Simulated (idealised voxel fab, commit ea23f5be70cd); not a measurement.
Process module heading - voxel trench capacitor
245 nm wide, 5 nm square cells: that's cross-section cut.
Cross-section = grid of square cells, listed top down in bands; band = one or more rows. Band: top height; bottom height; in nm. Then, left to right: material with width in nm, for each material. "edge to edge": a single material spanning edge to edge. "blank": empty space. Heights are measured from 0, the level below which the as-received wafer is all one material; the lowest band has no bottom and continues downward, written as in "z 0 and below". Per-row width for "30->40": begins at first number (top row of band), ends at second number (bottom row), increment between rows held constant. Reading "remained unchanged" for a step: not a cell of the cross-section changed in it. Closed-off voids of 8+ cells (no open route to the top) go in "Sealed void listing", written width x height at distance from the left edge, in nm. Text after the settings on a step's line: the simulator's own remark on that step. Regarding "overlay nm": on a step with a mask, it is the distance the mask lay to the right of its planned place; a negative value places it to the left.

Process steps foreseen in the plan
1,op RECEIVE | material Si
2,op CONFORMAL_DEP | material SiN | thk nm 5
3,op PATTERN | tone open | mask id TRENCH | material resist | width nm 25 | pitch nm 40 | thk nm 20 | overlay nm 0
4,op DIRECTIONAL_ETCH | etch materials SiN | depth nm 5
5,op DIRECTIONAL_ETCH | etch materials Si | depth nm 40
6,op STRIP | etch materials resist
7,op CONFORMAL_DEP | material Al2O3 | thk nm 5
8,op CONFORMAL_DEP | material TiN | thk nm 5
9,op FILL_DEP | material W | thk nm 10
10,op CMP | height nm 5

The cross-section here shows the wafer as received, i.e. in its state after step 1
	z 0 and below | Si edge to edge
	Sealed void listing: none

Looking at the first of two wafers in cross-section at end of module - ran to plan
	z 5 to 0 | 70 of SiN  5 of Al2O3  5 of TiN  5 of W  5 of TiN  5 of Al2O3  15 of SiN  5 of Al2O3  5 of TiN  5 of W  5 of TiN  5 of Al2O3  15 of SiN  5 of Al2O3  5 of TiN  5 of W  5 of TiN  5 of Al2O3  70 of SiN
	z 0 to -30 | 70 of Si  5 of Al2O3  5 of TiN  5 of W  5 of TiN  5 of Al2O3  15 of Si  5 of Al2O3  5 of TiN  5 of W  5 of TiN  5 of Al2O3  15 of Si  5 of Al2O3  5 of TiN  5 of W  5 of TiN  5 of Al2O3  70 of Si
	z -30 to -35 | 70 of Si  5 of Al2O3  15 of TiN  5 of Al2O3  15 of Si  5 of Al2O3  15 of TiN  5 of Al2O3  15 of Si  5 of Al2O3  15 of TiN  5 of Al2O3  70 of Si
	z -35 to -40 | 70 of Si  25 of Al2O3  15 of Si  25 of Al2O3  15 of Si  25 of Al2O3  70 of Si
	z -40 and below | Si edge to edge
	Sealed void listing: none

Cross-sectional view of the second of two wafers upon completion of the module. This wafer shared its starting condition and process plan with the first; one error was made during its execution
	z 5 to 0 | 70 of SiN  5 of TiN  5 of Al2O3  5 of W  5 of Al2O3  5 of TiN  15 of SiN  5 of TiN  5 of Al2O3  5 of W  5 of Al2O3  5 of TiN  15 of SiN  5 of TiN  5 of Al2O3  5 of W  5 of Al2O3  5 of TiN  70 of SiN
	z 0 to -30 | 70 of Si  5 of TiN  5 of Al2O3  5 of W  5 of Al2O3  5 of TiN  15 of Si  5 of TiN  5 of Al2O3  5 of W  5 of Al2O3  5 of TiN  15 of Si  5 of TiN  5 of Al2O3  5 of W  5 of Al2O3  5 of TiN  70 of Si
	z -30 to -35 | 70 of Si  5 of TiN  15 of Al2O3  5 of TiN  15 of Si  5 of TiN  15 of Al2O3  5 of TiN  15 of Si  5 of TiN  15 of Al2O3  5 of TiN  70 of Si
	z -35 to -40 | 70 of Si  25 of TiN  15 of Si  25 of TiN  15 of Si  25 of TiN  70 of Si
	z -40 and below | Si edge to edge
	Sealed void listing: none
Short version of what went wrong: plan vs actual: 7 and 8 interchanged
Wafer comparison, final, in cells, second relative to first, materials more or fewer: Al2O3: 12 fewer | TiN: 12 more
